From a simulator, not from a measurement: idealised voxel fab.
Process module in this document: voxel wiring stack
Square cells of 5 nm make up the cross-section cut, whose width is 215 nm.
Think of the cross-section as a grid of square cells. We describe it in bands, top to bottom, and each band covers one or more rows of those cells.
Heads up on the band format: heights come first, top then bottom, in nm. After that it's the materials left to right, each with its width in nm. A single material flagged "throughout" fills the whole band edge to edge, and "air" means there's empty space there.
Counting heights begins at 0, where everything beneath is, in the wafer as received, one material. The lowest band has no bottom; it goes on downwards, as "0 down" shows.
Width "30->40": first value at the band's top row of cells, second value at its bottom row, equal change from row to row.
What does "nothing changed" mean for a step? It means no cell of the cross-section changed in that step.
Enclosed voids (no open way to top), threshold 8 cells or more, entry "Unvented voids", notation width x height at distance, distance from left edge, nm.
If you see something after the settings on a step's line, that's the simulator's own remark about that step.
overlay nm: step with mask; distance mask lay right of planned place; negative value = left of planned place.

PLANNED PROCESS STEPS
step 1: op RECEIVE | material Si
step 2: op CONFORMAL_DEP | material SiO2 | thk nm 10
step 3: op CONFORMAL_DEP | material SiN | thk nm 5
step 4: op DIRECTIONAL_DEP | material SiO2 | thk nm 20
step 5: op PATTERN | tone open | mask id METAL_1 | material resist | width nm 30 | pitch nm 50 | thk nm 15 | overlay nm 0
step 6: op DIRECTIONAL_ETCH | etch materials SiO2 | depth nm 20
step 7: op DIRECTIONAL_ETCH | etch materials SiN | depth nm 5
step 8: op STRIP | etch materials resist
step 9: op CONFORMAL_DEP | material TiN | thk nm 5
step 10: op FILL_DEP | material W | thk nm 5
step 11: op CMP | height nm 35
step 12: op CONFORMAL_DEP | material SiCN | thk nm 5
step 13: op DIRECTIONAL_DEP | material SiO2 | thk nm 10
step 14: op DIRECTIONAL_DEP | material aC | thk nm 15
step 15: op PATTERN | tone open | mask id PLUG_1 | material resist | width nm 15 | pitch nm 100 | thk nm 35 | overlay nm 0
step 16: op DIRECTIONAL_ETCH | etch materials aC | depth nm 15
step 17: op STRIP | etch materials resist
step 18: op DIRECTIONAL_ETCH | etch materials SiO2 | depth nm 10
step 19: op DIRECTIONAL_ETCH | etch materials SiCN | depth nm 5
step 20: op STRIP | etch materials aC
step 21: op EPI | material Ru | thk nm 10
step 22: op EPI | material Ru | thk nm 5
step 23: op DIRECTIONAL_DEP | material TiN | thk nm 5
step 24: op DIRECTIONAL_DEP | material Ru | thk nm 25
step 25: op PATTERN | tone cover | mask id METAL_2 | material resist | width nm 30 | pitch nm 50 | thk nm 15 | overlay nm 0
step 26: op DIRECTIONAL_ETCH | etch materials Ru | depth nm 25
step 27: op DIRECTIONAL_ETCH | etch materials TiN | depth nm 5
step 28: op STRIP | etch materials resist
step 29: op CONFORMAL_DEP | material SiN | thk nm 5
step 30: op FILL_DEP | material SiO2 | thk nm 5
step 31: op CMP | height nm 80
step 32: op CONFORMAL_DEP | material SiCN | thk nm 5
step 33: op DIRECTIONAL_DEP | material lowk | thk nm 25
step 34: op DIRECTIONAL_DEP | material aC | thk nm 10
step 35: op PATTERN | tone open | mask id METAL_3_HOLES | material resist | width nm 15 | pitch nm 50 | thk nm 30 | overlay nm 0
step 36: op DIRECTIONAL_ETCH | etch materials aC | depth nm 10
step 37: op STRIP | etch materials resist
step 38: op DIRECTIONAL_ETCH | etch materials lowk | depth nm 25
step 39: op STRIP | etch materials aC
step 40: op DIRECTIONAL_DEP | material aC | thk nm 15
step 41: op PATTERN | tone open | mask id METAL_3 | material resist | width nm 30 | pitch nm 50 | thk nm 35 | overlay nm 0
step 42: op DIRECTIONAL_ETCH | etch materials aC | depth nm 15
step 43: op STRIP | etch materials resist
step 44: op DIRECTIONAL_ETCH | etch materials lowk | depth nm 15
step 45: op DIRECTIONAL_ETCH | etch materials SiCN | depth nm 5
step 46: op STRIP | etch materials aC
step 47: op CONFORMAL_DEP | material TiN | thk nm 5
step 48: op FILL_DEP | material Cu | thk nm 10
step 49: op CMP | height nm 110
step 50: op CONFORMAL_DEP | material SiCN | thk nm 5
step 51: op DIRECTIONAL_DEP | material lowk | thk nm 15
step 52: op PATTERN | tone open | mask id PLUG_3 | material resist | width nm 15 | pitch nm 50 | thk nm 20 | overlay nm 0
step 53: op DIRECTIONAL_ETCH | etch materials lowk | depth nm 15
step 54: op DIRECTIONAL_ETCH | etch materials SiCN | depth nm 5
step 55: op STRIP | etch materials resist
step 56: op CONFORMAL_DEP | material TiN | thk nm 5
step 57: op FILL_DEP | material Ru | thk nm 5
step 58: op CMP | height nm 130
step 59: op CONFORMAL_DEP | material SiCN | thk nm 5
step 60: op DIRECTIONAL_DEP | material SiO2 | thk nm 25
step 61: op MASKED_ETCH | tone open | mask id METAL_4 | width nm 30 | pitch nm 50 | etch materials SiO2 | depth nm 25 | overlay nm 0
step 62: op MASKED_ETCH | tone open | mask id METAL_4 | width nm 30 | pitch nm 50 | etch materials SiCN | depth nm 5 | overlay nm 0
step 63: op CONFORMAL_DEP | material TiN | thk nm 5
step 64: op FILL_DEP | material Cu | thk nm 10
step 65: op CMP | height nm 160
step 66: op EPI | material Ru | thk nm 5
step 67: op FILL_DEP | material SiCN | thk nm 5

AS RECEIVED, AFTER STEP 1
	0 down  Si throughout
	Unvented voids: none

END-OF-MODULE XS, FIRST OF TWO WAFERS, RUN AS PLANNED
	170 to 165  SiCN throughout
	165 to 160  SiCN: 35, then Ru: 40, then SiCN: 10, then Ru: 40, then SiCN: 10, then Ru: 40, then SiCN: 40
	160 to 135  SiO2: 40, then TiN: 5, then Cu: 20, then TiN: 5, then SiO2: 20, then TiN: 5, then Cu: 20, then TiN: 5, then SiO2: 20, then TiN: 5, then Cu: 20, then TiN: 5, then SiO2: 45
	135 to 130  SiCN: 40, then TiN: 30, then SiCN: 20, then TiN: 30, then SiCN: 20, then TiN: 30, then SiCN: 45
	130 to 115  lowk: 40, then TiN: 5, then Ru: 5, then TiN: 5, then lowk: 35, then TiN: 5, then Ru: 5, then TiN: 5, then lowk: 35, then TiN: 5, then Ru: 5, then TiN: 5, then lowk: 60
	115 to 110  SiCN: 40, then TiN: 15, then SiCN: 35, then TiN: 15, then SiCN: 35, then TiN: 15, then SiCN: 60
	110 to 100  lowk: 40, then TiN: 5, then Cu: 20, then TiN: 5, then lowk: 20, then TiN: 5, then Cu: 20, then TiN: 5, then lowk: 20, then TiN: 5, then Cu: 20, then TiN: 5, then lowk: 45
	100 to 95  lowk: 40, then TiN: 5, then Cu: 5, then TiN: 20, then lowk: 20, then TiN: 5, then Cu: 5, then TiN: 20, then lowk: 20, then TiN: 5, then Cu: 5, then TiN: 20, then lowk: 45
	95 to 85  lowk: 40, then TiN: 5, then Cu: 5, then TiN: 5, then lowk: 35, then TiN: 5, then Cu: 5, then TiN: 5, then lowk: 35, then TiN: 5, then Cu: 5, then TiN: 5, then lowk: 60
	85 to 80  SiCN: 40, then TiN: 15, then SiCN: 35, then TiN: 15, then SiCN: 35, then TiN: 15, then SiCN: 60
	80 to 55  SiO2: 35, then SiN: 5, then Ru: 30, then SiN: 5, then SiO2: 10, then SiN: 5, then Ru: 30, then SiN: 5, then SiO2: 10, then SiN: 5, then Ru: 30, then SiN: 5, then SiO2: 40
	55 to 50  SiN: 40, then TiN: 30, then SiN: 20, then TiN: 30, then SiN: 20, then TiN: 30, then SiN: 45
	50 to 40  SiO2: 40, then Ru: 15, then SiO2: 85, then Ru: 15, then SiO2: 60
	40 to 35  SiCN: 40, then Ru: 15, then SiCN: 85, then Ru: 15, then SiCN: 60
	35 to 15  SiO2: 40, then TiN: 5, then W: 20, then TiN: 5, then SiO2: 20, then TiN: 5, then W: 20, then TiN: 5, then SiO2: 20, then TiN: 5, then W: 20, then TiN: 5, then SiO2: 45
	15 to 10  SiN: 40, then TiN: 30, then SiN: 20, then TiN: 30, then SiN: 20, then TiN: 30, then SiN: 45
	10 to 0  SiO2 throughout
	0 down  Si throughout
	Unvented voids: none

PRESENTED HERE IS A CROSS-SECTION OF THE SECOND OF THE TWO WAFERS AS IT STOOD AT THE END OF THE MODULE. IT WAS STARTED IN THE SAME MANNER AND ASSIGNED THE SAME PLAN AS THE FIRST WAFER; HOWEVER, ONE MISTAKE WAS MADE IN ITS EXECUTION
	170 to 165  SiCN throughout
	165 to 160  SiCN: 35, then Ru: 40, then SiCN: 10, then Ru: 40, then SiCN: 10, then Ru: 40, then SiCN: 40
	160 to 135  SiO2: 40, then TiN: 5, then Cu: 20, then TiN: 5, then SiO2: 20, then TiN: 5, then Cu: 20, then TiN: 5, then SiO2: 20, then TiN: 5, then Cu: 20, then TiN: 5, then SiO2: 45
	135 to 130  SiCN: 40, then TiN: 30, then SiCN: 20, then TiN: 30, then SiCN: 20, then TiN: 30, then SiCN: 45
	130 to 115  lowk: 40, then TiN: 5, then Ru: 5, then TiN: 5, then lowk: 35, then TiN: 5, then Ru: 5, then TiN: 5, then lowk: 35, then TiN: 5, then Ru: 5, then TiN: 5, then lowk: 60
	115 to 105  SiCN: 40, then TiN: 15->30, then SiCN: 35->20, then TiN: 15->30, then SiCN: 35->20, then TiN: 15->30, then SiCN: 60->45
	105 to 80  lowk throughout
	80 to 55  SiO2: 35, then SiN: 5, then Ru: 30, then SiN: 5, then SiO2: 10, then SiN: 5, then Ru: 30, then SiN: 5, then SiO2: 10, then SiN: 5, then Ru: 30, then SiN: 5, then SiO2: 40
	55 to 50  SiN: 40, then TiN: 30, then SiN: 20, then TiN: 30, then SiN: 20, then TiN: 30, then SiN: 45
	50 to 40  SiO2: 40, then Ru: 15, then SiO2: 85, then Ru: 15, then SiO2: 60
	40 to 35  SiCN: 40, then Ru: 15, then SiCN: 85, then Ru: 15, then SiCN: 60
	35 to 15  SiO2: 40, then TiN: 5, then W: 20, then TiN: 5, then SiO2: 20, then TiN: 5, then W: 20, then TiN: 5, then SiO2: 20, then TiN: 5, then W: 20, then TiN: 5, then SiO2: 45
	15 to 10  SiN: 40, then TiN: 30, then SiN: 20, then TiN: 30, then SiN: 20, then TiN: 30, then SiN: 45
	10 to 0  SiO2 throughout
	0 down  Si throughout
	Unvented voids: none
what went wrong: steps 32 and 33 got flipped, so each one ran where the other should have
Heads up, by the end the second wafer has more or fewer cells of some materials compared to the first: 33 fewer of Cu, 9 fewer of SiCN, 30 fewer of TiN, 72 more of lowk
